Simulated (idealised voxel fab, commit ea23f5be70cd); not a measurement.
process module | voxel transistor to metal
cross-section cut | 170 nm wide | cells 5 nm
A cross-section is a grid of square cells, given in bands from the top down. A band is one or more rows of cells.
Each band's line starts with the height of the band's top and of its bottom, in nm. Then come its materials from left to right, each with its width in nm. One material with "throughout" fills the band from edge to edge. "air" is empty space.
Height 0 is the level under which the wafer as received is all one material. The lowest band goes on downwards, as in "0 down".
A width such as "30 to 40" changes by the same amount from each row of cells to the next, from the band's top row to its bottom row.
"no change" after a step means that no cell of the cross-section changed.
closed voids: empty space of 8 cells or more with no open way to the top, each as width x height at its distance from the left edge, in nm
after a step's settings: what the simulator itself notes on the step
overlay nm, on a step with a mask: how far to the right of its planned place the mask lay; to the left if negative
plan
1 op RECEIVE | material Si
2 op CONFORMAL_DEP | material SiO2 | thk nm 5
3 op CONFORMAL_DEP | material SiN | thk nm 15
4 op DIRECTIONAL_DEP | material aC | thk nm 10
5 op PATTERN | tone cover | mask id ACTIVE | material resist | width nm 130 | thk nm 30 | overlay nm 0
6 op DIRECTIONAL_ETCH | etch materials aC | depth nm 10
7 op STRIP | etch materials resist
8 op DIRECTIONAL_ETCH | etch materials SiN | depth nm 15
9 op DIRECTIONAL_ETCH | etch materials SiO2 | depth nm 5
10 op DIRECTIONAL_ETCH | etch materials Si | depth nm 30
11 op STRIP | etch materials aC
12 op OXIDIZE | depth nm 5
13 op FILL_DEP | material SiO2 | thk nm 5
14 op CMP | height nm 20
15 op SELECTIVE_ETCH | etch materials SiO2 | depth nm 5
16 op STRIP | etch materials SiN
17 op SELECTIVE_ETCH | etch materials SiO2 | depth nm 5
18 op OXIDIZE | depth nm 5
19 op DIRECTIONAL_DEP | material polySi | thk nm 30
20 op DIRECTIONAL_DEP | material SiCN | thk nm 10
21 op MASKED_ETCH | tone cover | mask id GATE | width nm 30 | etch materials SiCN | depth nm 20 | overlay nm 0
22 op MASKED_ETCH | tone cover | mask id GATE | width nm 30 | etch materials polySi | depth nm 40 | overlay nm 0
23 op CONFORMAL_DEP | material SiO2 | thk nm 5
24 op DIRECTIONAL_ETCH | etch materials SiO2 | depth nm 5
25 op CONFORMAL_DEP | material SiN | thk nm 10
26 op DIRECTIONAL_ETCH | etch materials SiN | depth nm 10
27 op DIRECTIONAL_ETCH | etch materials SiO2 | depth nm 5
28 op EPI | material pSi | thk nm 5
29 op FILL_DEP | material SiO2 | thk nm 10
30 op CMP | height nm 30
31 op STRIP | etch materials polySi
32 op SELECTIVE_ETCH | etch materials SiO2 | depth nm 5
33 op CONFORMAL_DEP | material HfO2 | thk nm 5
34 op CONFORMAL_DEP | material TiN | thk nm 5
35 op FILL_DEP | material W | thk nm 10
36 op CMP | height nm 25
37 op DIRECTIONAL_DEP | material SiO2 | thk nm 15
38 op MASKED_ETCH | tone open | mask id CONTACT | width nm 20 | pitch nm 90 | etch materials SiO2 | depth nm 40 | overlay nm 0
39 op CONFORMAL_DEP | material TiN | thk nm 5
40 op FILL_DEP | material Ru | thk nm 5
41 op CMP | height nm 40
42 op CONFORMAL_DEP | material SiN | thk nm 5
43 op DIRECTIONAL_DEP | material lowk | thk nm 15
44 op PATTERN | tone open | mask id METAL_1 | material resist | width nm 20 | pitch nm 90 | thk nm 20 | overlay nm 0
45 op DIRECTIONAL_ETCH | etch materials lowk | depth nm 15
46 op DIRECTIONAL_ETCH | etch materials SiN | depth nm 5
47 op STRIP | etch materials resist
48 op CONFORMAL_DEP | material TiN | thk nm 5
49 op FILL_DEP | material Cu | thk nm 5
50 op CMP | height nm 60
51 op CONFORMAL_DEP | material SiCN | thk nm 5
52 op DIRECTIONAL_DEP | material SiO2 | thk nm 30
53 op PATTERN | tone open | mask id METAL_2 | material resist | width nm 20 | pitch nm 90 | thk nm 20 | overlay nm 0
54 op DIRECTIONAL_ETCH | etch materials SiO2 | depth nm 20
55 op STRIP | etch materials resist
56 op DIRECTIONAL_DEP | material aC | thk nm 10
57 op PATTERN | tone open | mask id METAL_2_HOLES | material resist | width nm 15 | pitch nm 90 | thk nm 30 | overlay nm 0
58 op DIRECTIONAL_ETCH | etch materials aC | depth nm 10
59 op STRIP | etch materials resist
60 op DIRECTIONAL_ETCH | etch materials SiO2 | depth nm 10
61 op DIRECTIONAL_ETCH | etch materials SiCN | depth nm 5
62 op STRIP | etch materials aC
63 op CONFORMAL_DEP | material TiN | thk nm 5
64 op FILL_DEP | material Cu | thk nm 10
65 op CMP | height nm 95
66 op CONFORMAL_DEP | material SiCN | thk nm 5
first wafer, as planned
as received, after step 1
  0 down: Si throughout
  closed voids: none
after step 2
  5 to 0: SiO2 throughout
  below 0: unchanged
after step 3
  20 to 5: SiN throughout
  below 5: unchanged
after step 4
  30 to 20: aC throughout
  below 20: unchanged
after step 5
  60 to 30: air 20 | resist 130 | air 20
  below 30: unchanged
after step 6
  50 to 30: air 20 | resist 130 | air 20
  30 to 20: air 20 | aC 130 | air 20
  below 20: unchanged
after step 7
  30 to 20: air 20 | aC 130 | air 20
  below 20: unchanged
after step 8
  30 to 20: air 20 | aC 130 | air 20
  20 to 5: air 20 | SiN 130 | air 20
  below 5: unchanged
after step 9
  30 to 20: air 20 | aC 130 | air 20
  20 to 5: air 20 | SiN 130 | air 20
  5 to 0: air 20 | SiO2 130 | air 20
  below 0: unchanged
after step 10
  30 to 20: air 20 | aC 130 | air 20
  20 to 5: air 20 | SiN 130 | air 20
  5 to 0: air 20 | SiO2 130 | air 20
  0 to -30: air 20 | Si 130 | air 20
  below -30: unchanged
after step 11
  20 to 5: air 20 | SiN 130 | air 20
  below 5: unchanged
after step 12
  20 to 5: air 20 | SiN 130 | air 20
  5 to 0: air 20 | SiO2 130 | air 20
  0 to -30: air 20 | SiO2 5 | Si 120 | SiO2 5 | air 20
  -30 to -35: SiO2 25 | Si 120 | SiO2 25
  below -35: unchanged
after step 13
  25 to 20: SiO2 throughout
  20 to 5: SiO2 20 | SiN 130 | SiO2 20
  5 to 0: SiO2 throughout
  0 to -35: SiO2 25 | Si 120 | SiO2 25
  below -35: unchanged
after step 14
  20 to 5: SiO2 20 | SiN 130 | SiO2 20
  below 5: unchanged
after step 15
  20 to 15: air 20 | SiN 130 | air 20
  below 15: unchanged
after step 16
  15 to 5: SiO2 20 | air 130 | SiO2 20
  below 5: unchanged
after step 17
  10 to 0: SiO2 15 | air 140 | SiO2 15
  below 0: unchanged
after step 18
  10 to 0: SiO2 15 | air 140 | SiO2 15
  0 to -5: SiO2 throughout
  below -5: unchanged
after step 19
  40 to 30: polySi 15 | air 140 | polySi 15
  30 to 10: polySi throughout
  10 to 0: SiO2 15 | polySi 140 | SiO2 15
  below 0: unchanged
after step 20
  50 to 40: SiCN 15 | air 140 | SiCN 15
  40 to 30: polySi 15 | SiCN 140 | polySi 15
  below 30: unchanged
after step 21
  40 to 30: polySi 15 | air 55 | SiCN 30 | air 55 | polySi 15
  below 30: unchanged
after step 22
  40 to 30: air 70 | SiCN 30 | air 70
  30 to 10: air 70 | polySi 30 | air 70
  10 to 0: SiO2 15 | air 55 | polySi 30 | air 55 | SiO2 15
  below 0: unchanged
after step 23
  45 to 40: air 65 | SiO2 40 | air 65
  40 to 30: air 65 | SiO2 5 | SiCN 30 | SiO2 5 | air 65
  30 to 15: air 65 | SiO2 5 | polySi 30 | SiO2 5 | air 65
  15 to 5: SiO2 20 | air 45 | SiO2 5 | polySi 30 | SiO2 5 | air 45 | SiO2 20
  5 to 0: SiO2 70 | polySi 30 | SiO2 70
  below 0: unchanged
after step 24
  40 to 30: air 65 | SiO2 5 | SiCN 30 | SiO2 5 | air 65
  30 to 10: air 65 | SiO2 5 | polySi 30 | SiO2 5 | air 65
  10 to 0: SiO2 20 | air 45 | SiO2 5 | polySi 30 | SiO2 5 | air 45 | SiO2 20
  below 0: unchanged
after step 25
  50 to 40: air 55 | SiN 60 | air 55
  40 to 30: air 55 | SiN 10 | SiO2 5 | SiCN 30 | SiO2 5 | SiN 10 | air 55
  30 to 20: air 55 | SiN 10 | SiO2 5 | polySi 30 | SiO2 5 | SiN 10 | air 55
  20 to 10: SiN 30 | air 25 | SiN 10 | SiO2 5 | polySi 30 | SiO2 5 | SiN 10 | air 25 | SiN 30
  10 to 0: SiO2 20 | SiN 45 | SiO2 5 | polySi 30 | SiO2 5 | SiN 45 | SiO2 20
  below 0: unchanged
after step 26
  40 to 30: air 55 | SiN 10 | SiO2 5 | SiCN 30 | SiO2 5 | SiN 10 | air 55
  30 to 10: air 55 | SiN 10 | SiO2 5 | polySi 30 | SiO2 5 | SiN 10 | air 55
  10 to 0: SiO2 20 | SiN 10 | air 25 | SiN 10 | SiO2 5 | polySi 30 | SiO2 5 | SiN 10 | air 25 | SiN 10 | SiO2 20
  below 0: unchanged
after step 27
  40 to 35: air 55 | SiN 10 | air 5 | SiCN 30 | air 5 | SiN 10 | air 55
  35 to 30: air 55 | SiN 10 | SiO2 5 | SiCN 30 | SiO2 5 | SiN 10 | air 55
  30 to 10: air 55 | SiN 10 | SiO2 5 | polySi 30 | SiO2 5 | SiN 10 | air 55
  10 to 5: air 20 | SiN 10 | air 25 | SiN 10 | SiO2 5 | polySi 30 | SiO2 5 | SiN 10 | air 25 | SiN 10 | air 20
  5 to 0: SiO2 20 | SiN 10 | air 25 | SiN 10 | SiO2 5 | polySi 30 | SiO2 5 | SiN 10 | air 25 | SiN 10 | SiO2 20
  0 to -5: SiO2 30 | air 25 | SiO2 60 | air 25 | SiO2 30
  below -5: unchanged
after step 28
  40 to 35: air 55 | SiN 10 | air 5 | SiCN 30 | air 5 | SiN 10 | air 55
  35 to 30: air 55 | SiN 10 | SiO2 5 | SiCN 30 | SiO2 5 | SiN 10 | air 55
  30 to 10: air 55 | SiN 10 | SiO2 5 | polySi 30 | SiO2 5 | SiN 10 | air 55
  10 to 5: air 20 | SiN 10 | air 25 | SiN 10 | SiO2 5 | polySi 30 | SiO2 5 | SiN 10 | air 25 | SiN 10 | air 20
  5 to 0: SiO2 20 | SiN 10 | air 25 | SiN 10 | SiO2 5 | polySi 30 | SiO2 5 | SiN 10 | air 25 | SiN 10 | SiO2 20
  0 to -5: SiO2 30 | pSi 25 | SiO2 60 | pSi 25 | SiO2 30
  below -5: unchanged
after step 29
  50 to 40: SiO2 throughout
  40 to 30: SiO2 55 | SiN 10 | SiO2 5 | SiCN 30 | SiO2 5 | SiN 10 | SiO2 55
  30 to 10: SiO2 55 | SiN 10 | SiO2 5 | polySi 30 | SiO2 5 | SiN 10 | SiO2 55
  10 to 0: SiO2 20 | SiN 10 | SiO2 25 | SiN 10 | SiO2 5 | polySi 30 | SiO2 5 | SiN 10 | SiO2 25 | SiN 10 | SiO2 20
  below 0: unchanged
after step 30
  30 to 10: SiO2 55 | SiN 10 | SiO2 5 | polySi 30 | SiO2 5 | SiN 10 | SiO2 55
  below 10: unchanged
after step 31
  30 to 10: SiO2 55 | SiN 10 | SiO2 5 | air 30 | SiO2 5 | SiN 10 | SiO2 55
  10 to 0: SiO2 20 | SiN 10 | SiO2 25 | SiN 10 | SiO2 5 | air 30 | SiO2 5 | SiN 10 | SiO2 25 | SiN 10 | SiO2 20
  below 0: unchanged
after step 32
  30 to 25: air 55 | SiN 10 | air 40 | SiN 10 | air 55
  25 to 10: SiO2 55 | SiN 10 | air 40 | SiN 10 | SiO2 55
  10 to 0: SiO2 20 | SiN 10 | SiO2 25 | SiN 10 | air 40 | SiN 10 | SiO2 25 | SiN 10 | SiO2 20
  0 to -5: SiO2 30 | pSi 25 | SiO2 10 | air 40 | SiO2 10 | pSi 25 | SiO2 30
  below -5: unchanged
after step 33
  35 to 30: air 50 | HfO2 20 | air 30 | HfO2 20 | air 50
  30 to 25: HfO2 55 | SiN 10 | HfO2 5 | air 30 | HfO2 5 | SiN 10 | HfO2 55
  25 to 10: SiO2 55 | SiN 10 | HfO2 5 | air 30 | HfO2 5 | SiN 10 | SiO2 55
  10 to 0: SiO2 20 | SiN 10 | SiO2 25 | SiN 10 | HfO2 5 | air 30 | HfO2 5 | SiN 10 | SiO2 25 | SiN 10 | SiO2 20
  0 to -5: SiO2 30 | pSi 25 | SiO2 10 | HfO2 40 | SiO2 10 | pSi 25 | SiO2 30
  below -5: unchanged
after step 34
  40 to 35: air 45 | TiN 30 | air 20 | TiN 30 | air 45
  35 to 30: TiN 50 | HfO2 20 | TiN 5 | air 20 | TiN 5 | HfO2 20 | TiN 50
  30 to 25: HfO2 55 | SiN 10 | HfO2 5 | TiN 5 | air 20 | TiN 5 | HfO2 5 | SiN 10 | HfO2 55
  25 to 10: SiO2 55 | SiN 10 | HfO2 5 | TiN 5 | air 20 | TiN 5 | HfO2 5 | SiN 10 | SiO2 55
  10 to 5: SiO2 20 | SiN 10 | SiO2 25 | SiN 10 | HfO2 5 | TiN 5 | air 20 | TiN 5 | HfO2 5 | SiN 10 | SiO2 25 | SiN 10 | SiO2 20
  5 to 0: SiO2 20 | SiN 10 | SiO2 25 | SiN 10 | HfO2 5 | TiN 30 | HfO2 5 | SiN 10 | SiO2 25 | SiN 10 | SiO2 20
  below 0: unchanged
after step 35
  50 to 40: W throughout
  40 to 35: W 45 | TiN 30 | W 20 | TiN 30 | W 45
  35 to 30: TiN 50 | HfO2 20 | TiN 5 | W 20 | TiN 5 | HfO2 20 | TiN 50
  30 to 25: HfO2 55 | SiN 10 | HfO2 5 | TiN 5 | W 20 | TiN 5 | HfO2 5 | SiN 10 | HfO2 55
  25 to 10: SiO2 55 | SiN 10 | HfO2 5 | TiN 5 | W 20 | TiN 5 | HfO2 5 | SiN 10 | SiO2 55
  10 to 5: SiO2 20 | SiN 10 | SiO2 25 | SiN 10 | HfO2 5 | TiN 5 | W 20 | TiN 5 | HfO2 5 | SiN 10 | SiO2 25 | SiN 10 | SiO2 20
  below 5: unchanged
after step 36
  25 to 10: SiO2 55 | SiN 10 | HfO2 5 | TiN 5 | W 20 | TiN 5 | HfO2 5 | SiN 10 | SiO2 55
  below 10: unchanged
after step 37
  40 to 25: SiO2 throughout
  below 25: unchanged
after step 38
  40 to 25: SiO2 30 | air 20 | SiO2 70 | air 20 | SiO2 30
  25 to 10: SiO2 30 | air 20 | SiO2 5 | SiN 10 | HfO2 5 | TiN 5 | W 20 | TiN 5 | HfO2 5 | SiN 10 | SiO2 5 | air 20 | SiO2 30
  10 to 5: SiO2 20 | SiN 10 | air 20 | SiO2 5 | SiN 10 | HfO2 5 | TiN 5 | W 20 | TiN 5 | HfO2 5 | SiN 10 | SiO2 5 | air 20 | SiN 10 | SiO2 20
  5 to 0: SiO2 20 | SiN 10 | air 20 | SiO2 5 | SiN 10 | HfO2 5 | TiN 30 | HfO2 5 | SiN 10 | SiO2 5 | air 20 | SiN 10 | SiO2 20
  below 0: unchanged
after step 39
  45 to 40: TiN 35 | air 10 | TiN 80 | air 10 | TiN 35
  40 to 25: SiO2 30 | TiN 5 | air 10 | TiN 5 | SiO2 70 | TiN 5 | air 10 | TiN 5 | SiO2 30
  25 to 10: SiO2 30 | TiN 5 | air 10 | TiN 5 | SiO2 5 | SiN 10 | HfO2 5 | TiN 5 | W 20 | TiN 5 | HfO2 5 | SiN 10 | SiO2 5 | TiN 5 | air 10 | TiN 5 | SiO2 30
  10 to 5: SiO2 20 | SiN 10 | TiN 5 | air 10 | TiN 5 | SiO2 5 | SiN 10 | HfO2 5 | TiN 5 | W 20 | TiN 5 | HfO2 5 | SiN 10 | SiO2 5 | TiN 5 | air 10 | TiN 5 | SiN 10 | SiO2 20
  5 to 0: SiO2 20 | SiN 10 | TiN 20 | SiO2 5 | SiN 10 | HfO2 5 | TiN 30 | HfO2 5 | SiN 10 | SiO2 5 | TiN 20 | SiN 10 | SiO2 20
  below 0: unchanged
after step 40
  50 to 45: Ru throughout
  45 to 40: TiN 35 | Ru 10 | TiN 80 | Ru 10 | TiN 35
  40 to 25: SiO2 30 | TiN 5 | Ru 10 | TiN 5 | SiO2 70 | TiN 5 | Ru 10 | TiN 5 | SiO2 30
  25 to 10: SiO2 30 | TiN 5 | Ru 10 | TiN 5 | SiO2 5 | SiN 10 | HfO2 5 | TiN 5 | W 20 | TiN 5 | HfO2 5 | SiN 10 | SiO2 5 | TiN 5 | Ru 10 | TiN 5 | SiO2 30
  10 to 5: SiO2 20 | SiN 10 | TiN 5 | Ru 10 | TiN 5 | SiO2 5 | SiN 10 | HfO2 5 | TiN 5 | W 20 | TiN 5 | HfO2 5 | SiN 10 | SiO2 5 | TiN 5 | Ru 10 | TiN 5 | SiN 10 | SiO2 20
  below 5: unchanged
after step 41
  40 to 25: SiO2 30 | TiN 5 | Ru 10 | TiN 5 | SiO2 70 | TiN 5 | Ru 10 | TiN 5 | SiO2 30
  below 25: unchanged
after step 42
  45 to 40: SiN throughout
  below 40: unchanged
after step 43
  60 to 45: lowk throughout
  below 45: unchanged
after step 44
  80 to 60: resist 30 | air 20 | resist 70 | air 20 | resist 30
  below 60: unchanged
after step 45
  80 to 60: resist 30 | air 20 | resist 70 | air 20 | resist 30
  60 to 45: lowk 30 | air 20 | lowk 70 | air 20 | lowk 30
  below 45: unchanged
after step 46
  80 to 60: resist 30 | air 20 | resist 70 | air 20 | resist 30
  60 to 45: lowk 30 | air 20 | lowk 70 | air 20 | lowk 30
  45 to 40: SiN 30 | air 20 | SiN 70 | air 20 | SiN 30
  below 40: unchanged
after step 47
  60 to 45: lowk 30 | air 20 | lowk 70 | air 20 | lowk 30
  below 45: unchanged
after step 48
  65 to 60: TiN 35 | air 10 | TiN 80 | air 10 | TiN 35
  60 to 45: lowk 30 | TiN 5 | air 10 | TiN 5 | lowk 70 | TiN 5 | air 10 | TiN 5 | lowk 30
  45 to 40: SiN 30 | TiN 20 | SiN 70 | TiN 20 | SiN 30
  below 40: unchanged
after step 49
  70 to 65: Cu throughout
  65 to 60: TiN 35 | Cu 10 | TiN 80 | Cu 10 | TiN 35
  60 to 45: lowk 30 | TiN 5 | Cu 10 | TiN 5 | lowk 70 | TiN 5 | Cu 10 | TiN 5 | lowk 30
  below 45: unchanged
after step 50
  60 to 45: lowk 30 | TiN 5 | Cu 10 | TiN 5 | lowk 70 | TiN 5 | Cu 10 | TiN 5 | lowk 30
  below 45: unchanged
after step 51
  65 to 60: SiCN throughout
  below 60: unchanged
after step 52
  95 to 65: SiO2 throughout
  below 65: unchanged
after step 53
  115 to 95: resist 30 | air 20 | resist 70 | air 20 | resist 30
  below 95: unchanged
after step 54
  115 to 95: resist 30 | air 20 | resist 70 | air 20 | resist 30
  95 to 75: SiO2 30 | air 20 | SiO2 70 | air 20 | SiO2 30
  below 75: unchanged
after step 55
  95 to 75: SiO2 30 | air 20 | SiO2 70 | air 20 | SiO2 30
  below 75: unchanged
after step 56
  105 to 95: aC 30 | air 20 | aC 70 | air 20 | aC 30
  95 to 85: SiO2 30 | air 20 | SiO2 70 | air 20 | SiO2 30
  85 to 75: SiO2 30 | aC 20 | SiO2 70 | aC 20 | SiO2 30
  below 75: unchanged
after step 57
  135 to 105: resist 30 | air 15 | resist 75 | air 15 | resist 35
  105 to 95: aC 30 | air 15 | resist 5 | aC 70 | air 15 | resist 5 | aC 30
  95 to 85: SiO2 30 | air 15 | resist 5 | SiO2 70 | air 15 | resist 5 | SiO2 30
  below 85: unchanged
after step 58
  125 to 105: resist 30 | air 15 | resist 75 | air 15 | resist 35
  105 to 95: aC 30 | air 15 | resist 5 | aC 70 | air 15 | resist 5 | aC 30
  95 to 85: SiO2 30 | air 15 | resist 5 | SiO2 70 | air 15 | resist 5 | SiO2 30
  85 to 75: SiO2 30 | air 15 | aC 5 | SiO2 70 | air 15 | aC 5 | SiO2 30
  below 75: unchanged
after step 59
  105 to 95: aC 30 | air 20 | aC 70 | air 20 | aC 30
  95 to 85: SiO2 30 | air 20 | SiO2 70 | air 20 | SiO2 30
  below 85: unchanged
after step 60
  105 to 95: aC 30 | air 20 | aC 70 | air 20 | aC 30
  95 to 85: SiO2 30 | air 20 | SiO2 70 | air 20 | SiO2 30
  85 to 75: SiO2 30 | air 15 | aC 5 | SiO2 70 | air 15 | aC 5 | SiO2 30
  75 to 65: SiO2 30 | air 15 | SiO2 75 | air 15 | SiO2 35
  below 65: unchanged
after step 61
  105 to 95: aC 30 | air 20 | aC 70 | air 20 | aC 30
  95 to 85: SiO2 30 | air 20 | SiO2 70 | air 20 | SiO2 30
  85 to 75: SiO2 30 | air 15 | aC 5 | SiO2 70 | air 15 | aC 5 | SiO2 30
  75 to 65: SiO2 30 | air 15 | SiO2 75 | air 15 | SiO2 35
  65 to 60: SiCN 30 | air 15 | SiCN 75 | air 15 | SiCN 35
  below 60: unchanged
after step 62
  95 to 75: SiO2 30 | air 20 | SiO2 70 | air 20 | SiO2 30
  below 75: unchanged
after step 63
  100 to 95: TiN 35 | air 10 | TiN 80 | air 10 | TiN 35
  95 to 80: SiO2 30 | TiN 5 | air 10 | TiN 5 | SiO2 70 | TiN 5 | air 10 | TiN 5 | SiO2 30
  80 to 75: SiO2 30 | TiN 5 | air 5 | TiN 10 | SiO2 70 | TiN 5 | air 5 | TiN 10 | SiO2 30
  75 to 65: SiO2 30 | TiN 5 | air 5 | TiN 5 | SiO2 75 | TiN 5 | air 5 | TiN 5 | SiO2 35
  65 to 60: SiCN 30 | TiN 15 | SiCN 75 | TiN 15 | SiCN 35
  below 60: unchanged
after step 64
  110 to 100: Cu throughout
  100 to 95: TiN 35 | Cu 10 | TiN 80 | Cu 10 | TiN 35
  95 to 80: SiO2 30 | TiN 5 | Cu 10 | TiN 5 | SiO2 70 | TiN 5 | Cu 10 | TiN 5 | SiO2 30
  80 to 75: SiO2 30 | TiN 5 | Cu 5 | TiN 10 | SiO2 70 | TiN 5 | Cu 5 | TiN 10 | SiO2 30
  75 to 65: SiO2 30 | TiN 5 | Cu 5 | TiN 5 | SiO2 75 | TiN 5 | Cu 5 | TiN 5 | SiO2 35
  below 65: unchanged
after step 65
  95 to 80: SiO2 30 | TiN 5 | Cu 10 | TiN 5 | SiO2 70 | TiN 5 | Cu 10 | TiN 5 | SiO2 30
  below 80: unchanged
after step 66
  100 to 95: SiCN throughout
  below 95: unchanged
second wafer: like start, like plan, one mistake. Through step 43 it matches the first wafer
when step 44 should have ended
  80 to 60: resist 35 | air 15 | resist 75 | air 15 | resist 30
  below 60: unchanged
when step 45 should have ended
  80 to 60: resist 35 | air 15 | resist 75 | air 15 | resist 30
  60 to 45: lowk 35 | air 15 | lowk 75 | air 15 | lowk 30
  below 45: unchanged
when step 46 should have ended
  80 to 60: resist 35 | air 15 | resist 75 | air 15 | resist 30
  60 to 45: lowk 35 | air 15 | lowk 75 | air 15 | lowk 30
  45 to 40: SiN 35 | air 15 | SiN 75 | air 15 | SiN 30
  below 40: unchanged
when step 47 should have ended
  60 to 45: lowk 35 | air 15 | lowk 75 | air 15 | lowk 30
  below 45: unchanged
when step 48 should have ended
  65 to 60: TiN 40 | air 5 | TiN 85 | air 5 | TiN 35
  60 to 45: lowk 35 | TiN 5 | air 5 | TiN 5 | lowk 75 | TiN 5 | air 5 | TiN 5 | lowk 30
  45 to 40: SiN 35 | TiN 15 | SiN 75 | TiN 15 | SiN 30
  below 40: unchanged
when step 49 should have ended
  70 to 65: Cu throughout
  65 to 60: TiN 40 | Cu 5 | TiN 85 | Cu 5 | TiN 35
  60 to 45: lowk 35 | TiN 5 | Cu 5 | TiN 5 | lowk 75 | TiN 5 | Cu 5 | TiN 5 | lowk 30
  below 45: unchanged
when step 50 should have ended
  60 to 45: lowk 35 | TiN 5 | Cu 5 | TiN 5 | lowk 75 | TiN 5 | Cu 5 | TiN 5 | lowk 30
  below 45: unchanged
when step 51 should have ended
  65 to 60: SiCN throughout
  below 60: unchanged
when step 52 should have ended
  95 to 65: SiO2 throughout
  below 65: unchanged
when step 53 should have ended
  115 to 95: resist 30 | air 20 | resist 70 | air 20 | resist 30
  below 95: unchanged
when step 54 should have ended
  115 to 95: resist 30 | air 20 | resist 70 | air 20 | resist 30
  95 to 75: SiO2 30 | air 20 | SiO2 70 | air 20 | SiO2 30
  below 75: unchanged
when step 55 should have ended
  95 to 75: SiO2 30 | air 20 | SiO2 70 | air 20 | SiO2 30
  below 75: unchanged
when step 56 should have ended
  105 to 95: aC 30 | air 20 | aC 70 | air 20 | aC 30
  95 to 85: SiO2 30 | air 20 | SiO2 70 | air 20 | SiO2 30
  85 to 75: SiO2 30 | aC 20 | SiO2 70 | aC 20 | SiO2 30
  below 75: unchanged
when step 57 should have ended
  135 to 105: resist 30 | air 15 | resist 75 | air 15 | resist 35
  105 to 95: aC 30 | air 15 | resist 5 | aC 70 | air 15 | resist 5 | aC 30
  95 to 85: SiO2 30 | air 15 | resist 5 | SiO2 70 | air 15 | resist 5 | SiO2 30
  below 85: unchanged
when step 58 should have ended
  125 to 105: resist 30 | air 15 | resist 75 | air 15 | resist 35
  105 to 95: aC 30 | air 15 | resist 5 | aC 70 | air 15 | resist 5 | aC 30
  95 to 85: SiO2 30 | air 15 | resist 5 | SiO2 70 | air 15 | resist 5 | SiO2 30
  85 to 75: SiO2 30 | air 15 | aC 5 | SiO2 70 | air 15 | aC 5 | SiO2 30
  below 75: unchanged
when step 59 should have ended
  105 to 95: aC 30 | air 20 | aC 70 | air 20 | aC 30
  95 to 85: SiO2 30 | air 20 | SiO2 70 | air 20 | SiO2 30
  below 85: unchanged
when step 60 should have ended
  105 to 95: aC 30 | air 20 | aC 70 | air 20 | aC 30
  95 to 85: SiO2 30 | air 20 | SiO2 70 | air 20 | SiO2 30
  85 to 75: SiO2 30 | air 15 | aC 5 | SiO2 70 | air 15 | aC 5 | SiO2 30
  75 to 65: SiO2 30 | air 15 | SiO2 75 | air 15 | SiO2 35
  below 65: unchanged
when step 61 should have ended
  105 to 95: aC 30 | air 20 | aC 70 | air 20 | aC 30
  95 to 85: SiO2 30 | air 20 | SiO2 70 | air 20 | SiO2 30
  85 to 75: SiO2 30 | air 15 | aC 5 | SiO2 70 | air 15 | aC 5 | SiO2 30
  75 to 65: SiO2 30 | air 15 | SiO2 75 | air 15 | SiO2 35
  65 to 60: SiCN 30 | air 15 | SiCN 75 | air 15 | SiCN 35
  below 60: unchanged
when step 62 should have ended
  95 to 75: SiO2 30 | air 20 | SiO2 70 | air 20 | SiO2 30
  below 75: unchanged
when step 63 should have ended
  100 to 95: TiN 35 | air 10 | TiN 80 | air 10 | TiN 35
  95 to 80: SiO2 30 | TiN 5 | air 10 | TiN 5 | SiO2 70 | TiN 5 | air 10 | TiN 5 | SiO2 30
  80 to 75: SiO2 30 | TiN 5 | air 5 | TiN 10 | SiO2 70 | TiN 5 | air 5 | TiN 10 | SiO2 30
  75 to 65: SiO2 30 | TiN 5 | air 5 | TiN 5 | SiO2 75 | TiN 5 | air 5 | TiN 5 | SiO2 35
  65 to 60: SiCN 30 | TiN 15 | SiCN 75 | TiN 15 | SiCN 35
  below 60: unchanged
when step 64 should have ended
  110 to 100: Cu throughout
  100 to 95: TiN 35 | Cu 10 | TiN 80 | Cu 10 | TiN 35
  95 to 80: SiO2 30 | TiN 5 | Cu 10 | TiN 5 | SiO2 70 | TiN 5 | Cu 10 | TiN 5 | SiO2 30
  80 to 75: SiO2 30 | TiN 5 | Cu 5 | TiN 10 | SiO2 70 | TiN 5 | Cu 5 | TiN 10 | SiO2 30
  75 to 65: SiO2 30 | TiN 5 | Cu 5 | TiN 5 | SiO2 75 | TiN 5 | Cu 5 | TiN 5 | SiO2 35
  below 65: unchanged
when step 65 should have ended
  95 to 80: SiO2 30 | TiN 5 | Cu 10 | TiN 5 | SiO2 70 | TiN 5 | Cu 10 | TiN 5 | SiO2 30
  below 80: unchanged
when step 66 should have ended
  100 to 95: SiCN throughout
  below 95: unchanged
what went wrong: step 44 ran as: op PATTERN | tone open | mask id METAL_1 | material resist | width nm 15 | pitch nm 90 | thk nm 20 | overlay nm 0
at the end the second wafer has, in cells: 6 fewer of Cu | 2 more of SiN | 2 fewer of TiN | 6 more of lowk
